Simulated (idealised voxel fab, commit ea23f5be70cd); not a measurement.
The following process module bears the name voxel self aligned contacts.
The cross-section shown here is cut; it is 235 nm wide and divided into square cells measuring 5 nm on a side.
How to read a cross-section here: the picture is a grid of square cells, written as bands going from the top down, and any band can span one or more rows of cells.
Band: top and bottom heights (nm) first, top before bottom; then materials from left to right, widths in nm. "everywhere" marks a sole material filling the band edge to edge. "air" denotes empty space.
Counting heights begins at 0, where everything beneath is, in the wafer as received, one material. The lowest band has no bottom; it goes on downwards, as "0 and below" shows.
Width "30 to 40": first value at the band's top row of cells, second value at its bottom row, equal change from row to row.
A step reported as "left unchanged" is a step in which no cell of the cross-section changed.
Empty spaces without an open route to the top, at least 8 cells in extent, make up the entry "Sealed cavities"; each is given as width x height at distance, where the distance is measured from the left edge, and all are in nm.
Heads up: the bit after the settings on a step's line is the simulator's remark on that step.
Regarding "overlay nm": on a step with a mask, it is the distance the mask lay to the right of its planned place; a negative value places it to the left.

-- Process steps - plan
1) RECEIVE,material Si
2) OXIDIZE,depth nm 5
3) DIRECTIONAL_DEP,material polySi,thk nm 20
4) DIRECTIONAL_DEP,material SiN,thk nm 20
5) MASKED_ETCH,tone cover,mask id GATE,width nm 30,pitch nm 70,etch materials SiN,depth nm 20,overlay nm 0
6) MASKED_ETCH,tone cover,mask id GATE,width nm 30,pitch nm 70,etch materials polySi,depth nm 20,overlay nm 0
7) CONFORMAL_DEP,material SiN,thk nm 10
8) DIRECTIONAL_ETCH,etch materials SiN,depth nm 10
9) FILL_DEP,material SiO2,thk nm 10
10) CMP,height nm 45
11) DIRECTIONAL_DEP,material aC,thk nm 10
12) PATTERN,tone open,mask id CONTACT,material resist,width nm 50,thk nm 30,overlay nm 0
13) DIRECTIONAL_ETCH,etch materials aC,depth nm 10
14) STRIP,etch materials resist
15) DIRECTIONAL_ETCH,etch materials SiO2,depth nm 50
16) STRIP,etch materials aC
17) CONFORMAL_DEP,material TiN,thk nm 5
18) FILL_DEP,material Ru,thk nm 10
19) CMP,height nm 45
20) CONFORMAL_DEP,material SiN,thk nm 5

-- As-received state of the wafer in cross-section, equivalent to post-step 1
	0 and below: Si everywhere
	Sealed cavities: none

-- Module complete - cross-section of the first of two wafers, run according to plan
	50 down to 45: SiN everywhere
	45 down to 40: SiO2=90, then TiN=20, then Ru=10, then TiN=20, then SiO2=95
	40 down to 20: SiO2=55, then SiN=50, then TiN=5, then Ru=10, then TiN=5, then SiN=50, then SiO2=60
	20 down to 0: SiO2=55, then SiN=10, then polySi=30, then SiN=10, then TiN=5, then Ru=10, then TiN=5, then SiN=10, then polySi=30, then SiN=10, then SiO2=60
	0 down to -5: SiO2=105, then TiN=20, then SiO2=110
	-5 and below: Si everywhere
	Sealed cavities: none

-- Wafer two (of two), end-of-module cross-section: start = wafer one, plan = wafer one, one run mistake
	50 down to 45: SiN everywhere
	45 down to 40: SiO2=55, then SiN=50, then TiN=5, then Ru=10, then TiN=5, then SiN=50, then SiO2=60
	40 down to 25: SiO2=55, then SiN=10, then polySi=30, then SiN=10, then TiN=5, then Ru=10, then TiN=5, then SiN=10, then polySi=30, then SiN=10, then SiO2=60
	25 down to 20: SiO2=55, then SiN=10, then polySi=30, then SiN=10, then TiN=20, then SiN=10, then polySi=30, then SiN=10, then SiO2=60
	20 down to 0: polySi everywhere
	0 down to -5: SiO2 everywhere
	-5 and below: Si everywhere
	Sealed cavities: none
What was done differently from what was planned? step 3 in the plan was executed twice
Wrapping up, a cell-based count of both wafers puts the second over or under the first for these materials: -10 Ru | -60 SiN | -102 SiO2 | -16 TiN | +188 polySi
